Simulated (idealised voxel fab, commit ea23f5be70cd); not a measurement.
The document below concerns the process module designated voxel transistor to metal.
The cross-section shown here is cut; it is 210 nm wide and divided into square cells measuring 5 nm on a side.
Bands, listed from the top down, are how a cross-section gets written in this document; the cross-section itself is a grid of square cells, and a band is one or more rows of them.
What a band's entry tells you: where the top is and where the bottom is, as heights in nm, and after that what lies inside, material by material from left to right, each with its width in nm. Empty space is written as the word "blank", and a single material marked with the word "edge to edge" occupies the band from edge to edge.
Basically, 0 is our baseline, since under it the wafer straight out of the box is all one material. The bottom band has no lower end and keeps on going down, so it looks like "0 nm and below".
It should be noted that a width expressed as "30..40" varies in equal increments from row to row of cells within the band, taking the value of the first number at the top row and that of the second number at the bottom row.
"identical to before" -> step changed no cross-section cell.
This entry, "Non-vented voids", enumerates those empty regions of no fewer than 8 cells that possess no open connection to the top. Each region is reported in the form width x height at distance, the distance being taken from the left edge, with all three quantities expressed in nm.
On a step's line, text after the settings is the simulator commenting on that step.
Among the settings permitted on a step's line is "overlay nm"; applied to a step with a mask, it specifies the extent to which the mask lay to the right of its planned position, whereas a negative figure signifies a position to the left.

These are the steps we planned for the process:
step 1: RECEIVE,material Si
step 2: CONFORMAL_DEP,material SiO2,thk nm 5
step 3: CONFORMAL_DEP,material SiN,thk nm 15
step 4: DIRECTIONAL_DEP,material aC,thk nm 10
step 5: PATTERN,tone cover,mask id ACTIVE,material resist,width nm 85,thk nm 30,overlay nm 0
step 6: DIRECTIONAL_ETCH,etch materials aC,depth nm 10
step 7: STRIP,etch materials resist
step 8: DIRECTIONAL_ETCH,etch materials SiN,depth nm 15
step 9: DIRECTIONAL_ETCH,etch materials SiO2,depth nm 5
step 10: DIRECTIONAL_ETCH,etch materials Si,depth nm 25
step 11: STRIP,etch materials aC
step 12: OXIDIZE,depth nm 5
step 13: FILL_DEP,material SiO2,thk nm 15
step 14: CMP,height nm 20
step 15: SELECTIVE_ETCH,etch materials SiO2,depth nm 5
step 16: STRIP,etch materials SiN
step 17: SELECTIVE_ETCH,etch materials SiO2,depth nm 5
step 18: OXIDIZE,depth nm 5
step 19: DIRECTIONAL_DEP,material polySi,thk nm 20
step 20: DIRECTIONAL_DEP,material SiCN,thk nm 15
step 21: MASKED_ETCH,tone cover,mask id GATE,width nm 15,etch materials SiCN,depth nm 25,overlay nm 0
step 22: MASKED_ETCH,tone cover,mask id GATE,width nm 15,etch materials polySi,depth nm 30,overlay nm 0
step 23: CONFORMAL_DEP,material SiO2,thk nm 5
step 24: DIRECTIONAL_ETCH,etch materials SiO2,depth nm 5
step 25: CONFORMAL_DEP,material SiN,thk nm 5
step 26: DIRECTIONAL_ETCH,etch materials SiN,depth nm 5
step 27: DIRECTIONAL_ETCH,etch materials SiO2,depth nm 5
step 28: DIRECTIONAL_ETCH,etch materials Si,depth nm 5
step 29: EPI,material pSi,thk nm 10
step 30: FILL_DEP,material SiO2,thk nm 5
step 31: CMP,height nm 35
step 32: DIRECTIONAL_DEP,material SiO2,thk nm 15
step 33: PATTERN,tone open,mask id CONTACT,material resist,width nm 25,pitch nm 50,thk nm 15,overlay nm 0
step 34: DIRECTIONAL_ETCH,etch materials SiO2,depth nm 50
step 35: STRIP,etch materials resist
step 36: CONFORMAL_DEP,material TiN,thk nm 5
step 37: FILL_DEP,material Ru,thk nm 10
step 38: CMP,height nm 50
step 39: CONFORMAL_DEP,material SiCN,thk nm 5
step 40: DIRECTIONAL_DEP,material lowk,thk nm 15
step 41: DIRECTIONAL_DEP,material aC,thk nm 15
step 42: PATTERN,tone open,mask id METAL_1,material resist,width nm 15,pitch nm 60,thk nm 30,overlay nm 0
step 43: DIRECTIONAL_ETCH,etch materials aC,depth nm 15
step 44: STRIP,etch materials resist
step 45: DIRECTIONAL_ETCH,etch materials lowk,depth nm 15
step 46: DIRECTIONAL_ETCH,etch materials SiCN,depth nm 5
step 47: STRIP,etch materials aC
step 48: CONFORMAL_DEP,material TiN,thk nm 5
step 49: FILL_DEP,material Ru,thk nm 10
step 50: CMP,height nm 70
step 51: CONFORMAL_DEP,material SiCN,thk nm 5
step 52: DIRECTIONAL_DEP,material SiO2,thk nm 35
step 53: DIRECTIONAL_DEP,material aC,thk nm 15
step 54: PATTERN,tone open,mask id METAL_2,material resist,width nm 15,pitch nm 60,thk nm 35,overlay nm 0
step 55: DIRECTIONAL_ETCH,etch materials aC,depth nm 15
step 56: STRIP,etch materials resist
step 57: DIRECTIONAL_ETCH,etch materials SiO2,depth nm 20
step 58: STRIP,etch materials aC
step 59: MASKED_ETCH,tone open,mask id METAL_2_HOLES,width nm 15,pitch nm 60,etch materials SiO2,depth nm 15,overlay nm 0
step 60: MASKED_ETCH,tone open,mask id METAL_2_HOLES,width nm 15,pitch nm 60,etch materials SiCN,depth nm 5,overlay nm 0
step 61: CONFORMAL_DEP,material TiN,thk nm 5
step 62: FILL_DEP,material Cu,thk nm 5
step 63: CMP,height nm 110
step 64: CONFORMAL_DEP,material SiN,thk nm 5

Cross-section of the wafer at receipt, which is the condition after step 1:
- 0 nm and below: Si edge to edge
- Non-vented voids: none

As-planned run: cross-section of the first of two wafers at end of module:
- 115 nm to 110 nm: SiN edge to edge
- 110 nm to 75 nm: 65 nm SiO2; 5 nm TiN; 5 nm Cu; 5 nm TiN; 45 nm SiO2; 5 nm TiN; 5 nm Cu; 5 nm TiN; 70 nm SiO2
- 75 nm to 70 nm: 65 nm SiCN; 15 nm TiN; 45 nm SiCN; 15 nm TiN; 70 nm SiCN
- 70 nm to 55 nm: 65 nm lowk; 5 nm TiN; 5 nm Ru; 5 nm TiN; 45 nm lowk; 5 nm TiN; 5 nm Ru; 5 nm TiN; 70 nm lowk
- 55 nm to 50 nm: 65 nm SiCN; 15 nm TiN; 45 nm SiCN; 15 nm TiN; 70 nm SiCN
- 50 nm to 40 nm: 65 nm SiO2; 5 nm TiN; 15 nm Ru; 5 nm TiN; 25 nm SiO2; 5 nm TiN; 15 nm Ru; 5 nm TiN; 70 nm SiO2
- 40 nm to 35 nm: 65 nm SiO2; 5 nm TiN; 10 nm Ru; 10 nm TiN; 25 nm SiO2; 10 nm TiN; 10 nm Ru; 5 nm TiN; 70 nm SiO2
- 35 nm to 20 nm: 65 nm SiO2; 5 nm TiN; 10 nm Ru; 5 nm TiN; 5 nm SiN; 5 nm SiO2; 15 nm SiCN; 5 nm SiO2; 5 nm SiN; 5 nm TiN; 10 nm Ru; 5 nm TiN; 70 nm SiO2
- 20 nm to 10 nm: 65 nm SiO2; 5 nm TiN; 10 nm Ru; 5 nm TiN; 5 nm SiN; 5 nm SiO2; 15 nm polySi; 5 nm SiO2; 5 nm SiN; 5 nm TiN; 10 nm Ru; 5 nm TiN; 70 nm SiO2
- 10 nm to 5 nm: 60 nm SiO2; 5 nm SiN; 20 nm TiN; 5 nm SiN; 5 nm SiO2; 15 nm polySi; 5 nm SiO2; 5 nm SiN; 20 nm TiN; 5 nm SiN; 65 nm SiO2
- 5 nm to 0 nm: 60 nm SiO2; 5 nm SiN; 10 nm TiN; 10 nm pSi; 5 nm SiN; 5 nm SiO2; 15 nm polySi; 5 nm SiO2; 5 nm SiN; 10 nm pSi; 10 nm TiN; 5 nm SiN; 65 nm SiO2
- 0 nm to -5 nm: 65 nm SiO2; 20 nm pSi; 35 nm SiO2; 20 nm pSi; 70 nm SiO2
- -5 nm to -10 nm: 65 nm SiO2; 20 nm pSi; 35 nm Si; 20 nm pSi; 70 nm SiO2
- -10 nm to -30 nm: 65 nm SiO2; 75 nm Si; 70 nm SiO2
- -30 nm and below: Si edge to edge
- Non-vented voids: none

Same start, same plan as the first wafer - but one mistake in the run. Cross-section of the second of the two at the end of the module:
- 115 nm to 110 nm: SiN edge to edge
- 110 nm to 75 nm: 65 nm SiO2; 5 nm TiN; 5 nm Cu; 5 nm TiN; 45 nm SiO2; 5 nm TiN; 5 nm Cu; 5 nm TiN; 70 nm SiO2
- 75 nm to 70 nm: 65 nm SiCN; 15 nm TiN; 45 nm SiCN; 15 nm TiN; 70 nm SiCN
- 70 nm to 55 nm: 65 nm lowk; 5 nm TiN; 5 nm Ru; 5 nm TiN; 45 nm lowk; 5 nm TiN; 5 nm Ru; 5 nm TiN; 70 nm lowk
- 55 nm to 50 nm: 65 nm SiCN; 15 nm TiN; 45 nm SiCN; 15 nm TiN; 70 nm SiCN
- 50 nm to 40 nm: 65 nm SiO2; 5 nm TiN; 15 nm Ru; 5 nm TiN; 25 nm SiO2; 5 nm TiN; 15 nm Ru; 5 nm TiN; 70 nm SiO2
- 40 nm to 35 nm: 65 nm SiO2; 5 nm TiN; 10 nm Ru; 10 nm TiN; 25 nm SiO2; 10 nm TiN; 10 nm Ru; 5 nm TiN; 70 nm SiO2
- 35 nm to 20 nm: 65 nm SiO2; 5 nm TiN; 10 nm Ru; 5 nm TiN; 10 nm SiN; 15 nm SiCN; 10 nm SiN; 5 nm TiN; 10 nm Ru; 5 nm TiN; 70 nm SiO2
- 20 nm to 15 nm: 65 nm SiO2; 5 nm TiN; 10 nm Ru; 5 nm TiN; 10 nm SiN; 15 nm polySi; 10 nm SiN; 5 nm TiN; 10 nm Ru; 5 nm TiN; 70 nm SiO2
- 15 nm to 10 nm: 65 nm SiN; 5 nm TiN; 10 nm Ru; 5 nm TiN; 10 nm SiN; 15 nm polySi; 10 nm SiN; 5 nm TiN; 10 nm Ru; 5 nm TiN; 70 nm SiN
- 10 nm to 5 nm: 55 nm SiO2; 10 nm SiN; 20 nm TiN; 10 nm SiN; 15 nm polySi; 10 nm SiN; 20 nm TiN; 10 nm SiN; 60 nm SiO2
- 5 nm to 0 nm: 55 nm SiO2; 40 nm SiN; 15 nm polySi; 40 nm SiN; 60 nm SiO2
- 0 nm to -5 nm: SiO2 edge to edge
- -5 nm to -30 nm: 65 nm SiO2; 75 nm Si; 70 nm SiO2
- -30 nm and below: Si edge to edge
- Non-vented voids: none
What was done differently from what was planned? so step 23 ended up running with a different setting than we planned, it ran as CONFORMAL_DEP,material SiN,thk nm 5
FYI, end of process, the second wafer has more or fewer cells of some materials than the first: 8 more of Si | 53 more of SiN | 37 fewer of SiO2 | 4 fewer of TiN | 20 fewer of pSi
